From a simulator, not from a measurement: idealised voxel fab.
Process module, titled voxel released beams
195 nm wide, 5 nm square cells: that's cross-section cut.
Cross-section = grid of square cells, listed top down in bands; band = one or more rows. In this notation a band is specified by the heights of its top and bottom, in that order and in nm, after which its materials appear from left to right, each paired with its width in nm. The word "full width" attached to a single material means that material fills the band from edge to edge; the word "air" stands for empty space. Height is counted from the level 0, under which the received wafer is composed throughout of one material. The lowest of the bands is not closed at the bottom but continues downward, in the notation "from 0 down". Quick explanation for "30->40": the width changes in equal steps down the rows of cells, from the first number in the band's top row to the second number in its bottom row. "nothing changed", as given for a step, is the statement that not any cell of the cross-section underwent a change during that step. This entry, "closed voids", enumerates those empty regions of no fewer than 8 cells that possess no open connection to the top. Each region is reported in the form width x height at distance, the distance being taken from the left edge, with all three quantities expressed in nm. Formally, on a step line, whatever follows the settings is a remark that the simulator itself makes on the step. "overlay nm" answers the question of how far to the right of plan the mask lay on a step that has a mask, and when it is negative the answer is to the left.
## Process steps foreseen in the plan
step 1: RECEIVE: material Si
step 2: CONFORMAL_DEP: material SiN, thk nm 10
step 3: DIRECTIONAL_DEP: material SiO2, thk nm 20
step 4: MASKED_ETCH: tone open, mask id ANCHOR, width nm 45, etch materials SiO2, depth nm 20, overlay nm 0
step 5: CONFORMAL_DEP: material TiN, thk nm 15
step 6: PATTERN: tone cover, mask id BEAM, material resist, width nm 125, thk nm 15, overlay nm 0
step 7: DIRECTIONAL_ETCH: etch materials TiN, depth nm 15
step 8: STRIP: etch materials resist
step 9: STRIP: etch materials SiO2
## Wafer, first of two, run as planned
## Cross-section, incoming material, after step 1
> from 0 down = Si full width
> closed voids: none
## Sectional view: wafer, after step 2
> from 10 to 0 = SiN full width
> Below 0, the layers are the same as they were.
## Sectional view: wafer, after step 3
> from 30 to 10 = SiO2 full width
> Below 10, the layers are the same as they were.
## Sectional view: wafer, after step 4
> from 30 to 10 = SiO2: 35  air: 45  SiO2: 115
> Below 10, the layers are the same as they were.
## Sectional view: wafer, after step 5
> from 45 to 30 = TiN: 50  air: 15  TiN: 130
> from 30 to 25 = SiO2: 35  TiN: 15  air: 15  TiN: 15  SiO2: 115
> from 25 to 10 = SiO2: 35  TiN: 45  SiO2: 115
> Below 10, the layers are the same as they were.
## Sectional view: wafer, after step 6
> from 60 to 45 = air: 30  resist: 125  air: 40
> from 45 to 30 = TiN: 50  resist: 15  TiN: 130
> from 30 to 25 = SiO2: 35  TiN: 15  resist: 15  TiN: 15  SiO2: 115
> Below 25, the layers are the same as they were.
## Sectional view: wafer, after step 7
> from 60 to 45 = air: 30  resist: 125  air: 40
> from 45 to 30 = air: 30  TiN: 20  resist: 15  TiN: 90  air: 40
> Below 30, the layers are the same as they were.
## Sectional view: wafer, after step 8
> from 45 to 30 = air: 30  TiN: 20  air: 15  TiN: 90  air: 40
> from 30 to 25 = SiO2: 35  TiN: 15  air: 15  TiN: 15  SiO2: 115
> Below 25, the layers are the same as they were.
## Sectional view: wafer, after step 9
> from 45 to 30 = air: 30  TiN: 20  air: 15  TiN: 90  air: 40
> from 30 to 25 = air: 35  TiN: 15  air: 15  TiN: 15  air: 115
> from 25 to 10 = air: 35  TiN: 45  air: 115
> Below 10, the layers are the same as they were.
## Second wafer - shared start and plan with the first - one error in running - same as the first up to step 5 inclusive
## Second wafer shown in cross-section at the time step 6 was slated to end
> from 60 to 45 = air: 30  resist: 130  air: 35
> from 45 to 30 = TiN: 50  resist: 15  TiN: 130
> from 30 to 25 = SiO2: 35  TiN: 15  resist: 15  TiN: 15  SiO2: 115
> Below 25, the layers are the same as they were.
## Second wafer shown in cross-section at the time step 7 was slated to end
> from 60 to 45 = air: 30  resist: 130  air: 35
> from 45 to 30 = air: 30  TiN: 20  resist: 15  TiN: 95  air: 35
> Below 30, the layers are the same as they were.
## Second wafer shown in cross-section at the time step 8 was slated to end
> from 45 to 30 = air: 30  TiN: 20  air: 15  TiN: 95  air: 35
> from 30 to 25 = SiO2: 35  TiN: 15  air: 15  TiN: 15  SiO2: 115
> Below 25, the layers are the same as they were.
## Second wafer shown in cross-section at the time step 9 was slated to end
> from 45 to 30 = air: 30  TiN: 20  air: 15  TiN: 95  air: 35
> from 30 to 25 = air: 35  TiN: 15  air: 15  TiN: 15  air: 115
> from 25 to 10 = air: 35  TiN: 45  air: 115
> Below 10, the layers are the same as they were.
In executing the process, a mistake was made relative to the plan: step 6 ran differently from the plan; actual operation with settings: PATTERN: tone cover, mask id BEAM, material resist, width nm 130, thk nm 15, overlay nm 0
End of process, cell counts, second wafer against first, materials with more or fewer: TiN +3
